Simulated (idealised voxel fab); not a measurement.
voxel ribs on slabs: a process module
FYI the section here is cut, 240 nm wide, cells are 5 nm squares.
How to read a cross-section here: the picture is a grid of square cells, written as bands going from the top down, and any band can span one or more rows of cells. Each band's line starts with the height of the band's top and of its bottom, in nm. Then come its materials from left to right, each with its width in nm. One material with "full width" fills the band from edge to edge. "empty" is empty space. Heights from 0 (as-received wafer is one material below). Bottom band endless downward, as "0 down". Quick explanation for "30->40": the width changes in equal steps down the rows of cells, from the first number in the band's top row to the second number in its bottom row. "nothing different" (step): cross-section cells unchanged, all of them. Basically, "Enclosed void catalog" tells you about the enclosed voids: empty spaces with no open way to the top, 8 cells or bigger, each written width x height at distance, where distance is from the left edge, all in nm. Heads up: the bit after the settings on a step's line is the simulator's remark on that step. If you see "overlay nm" on a step's line and that step has a mask, it's telling you how far right of where it was planned the mask ended up; a negative number means it went left instead.
# These are the steps we planned for the process
- 1: RECEIVE,material Si
- 2: DIRECTIONAL_DEP,material SiO2,thk nm 30
- 3: DIRECTIONAL_DEP,material SiN,thk nm 20
- 4: MASKED_ETCH,tone cover,mask id RIB,width nm 30,etch materials SiN,depth nm 10,overlay nm 0
- 5: PATTERN,tone cover,mask id SLAB,material resist,width nm 50,thk nm 20,overlay nm 0
- 6: DIRECTIONAL_ETCH,etch materials SiN,depth nm 10
- 7: STRIP,etch materials resist
- 8: FILL_DEP,material SiO2,thk nm 20
- 9: CMP,height nm 60
- 10: DIRECTIONAL_DEP,material TiN,thk nm 10
- 11: MASKED_ETCH,tone cover,mask id HEATER,width nm 40,etch materials TiN,depth nm 10,overlay nm 0
- 12: CONFORMAL_DEP,material SiO2,thk nm 5
Wafer-to-wafer difference: width nm, step 5. Common start. Plan = first wafer's value.
# Received wafers, first of several: cross-section after step 1
0 down | Si full width
Enclosed void catalog: none
# For your reference, the table is organized with a row per wafer; each row reflects the wafer at the end of the module, indicating for each material the cells gained (+) or lost (-) since receipt, and thereafter its closed voids
width nm 50, +32 SiN, +596 SiO2, +16 TiN, Enclosed void catalog: none
width nm 55, +34 SiN, +594 SiO2, +16 TiN, Enclosed void catalog: none
width nm 60, +36 SiN, +592 SiO2, +16 TiN, Enclosed void catalog: none
width nm 65, +38 SiN, +590 SiO2, +16 TiN, Enclosed void catalog: none
width nm 70, +40 SiN, +588 SiO2, +16 TiN, Enclosed void catalog: none
width nm 75, +42 SiN, +586 SiO2, +16 TiN, Enclosed void catalog: none
